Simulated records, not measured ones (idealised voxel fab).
Herein follows the process module entitled voxel local oxidation.
Cross-sectional view cut (width: 210 nm; square cell size: 5 nm).
Cross-section = grid of square cells, listed top down in bands; band = one or more rows.
This entry defines a band. It first specifies the height of the band's top and the height of its bottom in nm, and then specifies the band's materials from left to right, stating each material with its width in nm. The word "edge to edge" identifies a single material that fills the band from edge to edge, while the word "air" identifies empty space.
Beneath 0, the wafer as received is one material, and that level is where height counting begins. The lowest band goes on downward without a bottom; it is written like "z 0 and below".
The two numbers in a width such as "30 to 40" mark its ends across the band: the first belongs to the top row of cells, the second to the bottom row, and from each row to the next the width moves by the same amount.
"all unchanged" after a step means that no cell of the cross-section changed.
This entry, "Sealed void list", enumerates those empty regions of no fewer than 8 cells that possess no open connection to the top. Each region is reported in the form width x height at distance, the distance being taken from the left edge, with all three quantities expressed in nm.
The remark found on a step's line after its settings is issued by the simulator itself and pertains to that step.
overlay nm: on a step with a mask, how far right of its planned place the mask lay; negative means left.
PLANNED STEP LIST FOR THE PROCESS
step 1: RECEIVE,material Si
step 2: OXIDIZE,depth nm 5
step 3: CONFORMAL_DEP,material SiN,thk nm 10
step 4: MASKED_ETCH,tone cover,mask id ACTIVE,width nm 130,etch materials SiN,depth nm 10,overlay nm 0
step 5: SELECTIVE_ETCH,etch materials SiO2,depth nm 5
step 6: OXIDIZE,depth nm 10
step 7: STRIP,etch materials SiN
THE FIRST WAFER OF TWO, PROCESSED AS PLANNED
SO THIS IS THE INCOMING WAFER IN CROSS-SECTION - IT'S ALREADY BEEN THROUGH STEP 1
* z 0 and below  Si edge to edge
* Sealed void list: none
HOW THE WAFER STANDS IN SECTION AFTER STEP 2
* z 0 to -5  SiO2 edge to edge
* Everything below -5 is unchanged.
HOW THE WAFER STANDS IN SECTION AFTER STEP 3
* z 10 to 0  SiN edge to edge
* Everything below 0 is unchanged.
HOW THE WAFER STANDS IN SECTION AFTER STEP 4
* z 10 to 0  air 40 | SiN 130 | air 40
* Everything below 0 is unchanged.
HOW THE WAFER STANDS IN SECTION AFTER STEP 5
* z 10 to 0  air 40 | SiN 130 | air 40
* z 0 to -5  air 45 | SiO2 120 | air 45
* Everything below -5 is unchanged.
HOW THE WAFER STANDS IN SECTION AFTER STEP 6
* z 10 to 0  air 40 | SiN 130 | air 40
* z 0 to -5  air 45 | SiO2 120 | air 45
* z -5 to -15  SiO2 55 | Si 100 | SiO2 55
* Everything below -15 is unchanged.
HOW THE WAFER STANDS IN SECTION AFTER STEP 7
* z 0 to -5  air 45 | SiO2 120 | air 45
* Everything below -5 is unchanged.
SECOND WAFER: LIKE START, LIKE PLAN, ONE MISTAKE. THROUGH STEP 6 IT MATCHES THE FIRST WAFER
Second wafer, cross-section, planned end of step 7: all unchanged
Error vs. plan: no execution of plan step 7; skipped
at the end the second wafer has, in cells: +52 SiN
